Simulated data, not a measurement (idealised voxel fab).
The process module presented herein is designated voxel self aligned contacts.
Displayed cross-section: cut, width of 145 nm, square cells sized 5 nm.
Think of the cross-section as a grid of square cells. We describe it in bands, top to bottom, and each band covers one or more rows of those cells.
Quick guide to a band line: top height, bottom height (nm) up front; then every material left to right with its width in nm. Only one material and it's marked "everywhere"? Then it fills the band edge to edge. And "empty" just means empty space.
The reference from which all heights are counted is 0, the level beneath which the as-received wafer is entirely one material; the lowest band, having no lower bound, proceeds downward and is written after the example "0 nm and below".
So if you see something like "30..40" for the width, read it as the top row of the band sitting at the first number and the bottom row at the second, with every row in between moving by the same amount as the last.
"no change occurred" for a step: no cell of the cross-section changed in that step.
Each empty space that has no open way to the top and spans at least 8 cells appears under "Fully closed voids" as width x height at distance, the distance counted from the left edge, all in nm.
Note: text after step settings on the step line = simulator remark on that step.
overlay nm: step with mask; distance mask lay right of planned place; negative value = left of planned place.
THE PLANNED PROCESS STEPS ARE ENUMERATED HEREUNDER
1 op RECEIVE | material Si
2 op CONFORMAL_DEP | material SiO2 | thk nm 5
3 op DIRECTIONAL_DEP | material polySi | thk nm 20
4 op DIRECTIONAL_DEP | material SiN | thk nm 25
5 op PATTERN | tone cover | mask id GATE | material resist | width nm 30 | pitch nm 70 | thk nm 15 | overlay nm 0
6 op DIRECTIONAL_ETCH | etch materials SiN | depth nm 25
7 op DIRECTIONAL_ETCH | etch materials polySi | depth nm 20
8 op STRIP | etch materials resist
9 op CONFORMAL_DEP | material SiN | thk nm 10
10 op DIRECTIONAL_ETCH | etch materials SiN | depth nm 10
11 op FILL_DEP | material SiO2 | thk nm 15
12 op CMP | height nm 55
13 op MASKED_ETCH | tone open | mask id CONTACT | width nm 50 | etch materials SiO2 | depth nm 55 | overlay nm 0
14 op CONFORMAL_DEP | material TiN | thk nm 5
15 op FILL_DEP | material W | thk nm 10
16 op CMP | height nm 55
17 op CONFORMAL_DEP | material SiCN | thk nm 5
CROSS-SECTION OF THE WAFER AT RECEIPT, WHICH IS THE CONDITION AFTER STEP 1
	0 nm and below | Si everywhere
	Fully closed voids: none
FIRST WAFER OF TWO, SECTIONED AT END OF MODULE; RUN WENT PER PLAN
	60 nm to 55 nm | SiCN everywhere
	55 nm to 50 nm | SiO2 45, TiN 20, W 10, TiN 20, SiO2 50
	50 nm to 25 nm | SiO2 10, SiN 50, TiN 5, W 10, TiN 5, SiN 50, SiO2 15
	25 nm to 5 nm | SiO2 10, SiN 10, polySi 30, SiN 10, TiN 5, W 10, TiN 5, SiN 10, polySi 30, SiN 10, SiO2 15
	5 nm to 0 nm | SiO2 60, TiN 20, SiO2 65
	0 nm and below | Si everywhere
	Fully closed voids: none
NOW THE SECOND WAFER, CROSS-SECTIONED AT THE END OF THE MODULE. NOTHING DIFFERENT AT THE START, NOTHING DIFFERENT IN THE PLAN COMPARED WITH THE FIRST, JUST ONE MISTAKE WHEN IT WAS ACTUALLY RUN
	60 nm to 55 nm | SiCN everywhere
	55 nm to 50 nm | SiO2 45, TiN 20, W 10, TiN 20, SiO2 50
	50 nm to 35 nm | SiO2 10, SiN 10, polySi 30, SiN 10, TiN 5, W 10, TiN 5, SiN 10, polySi 30, SiN 10, SiO2 15
	35 nm to 30 nm | SiO2 10, SiN 10, polySi 30, SiN 10, TiN 20, SiN 10, polySi 30, SiN 10, SiO2 15
	30 nm to 5 nm | SiN everywhere
	5 nm to 0 nm | SiO2 everywhere
	0 nm and below | Si everywhere
	Fully closed voids: none
Run error: contrary to the plan, steps 3 and 4 were processed in exchanged order
Per the end-of-run cell counts, the second wafer holds more or fewer of some materials than the first: +45 SiN | -21 SiO2 | -12 TiN | -12 W
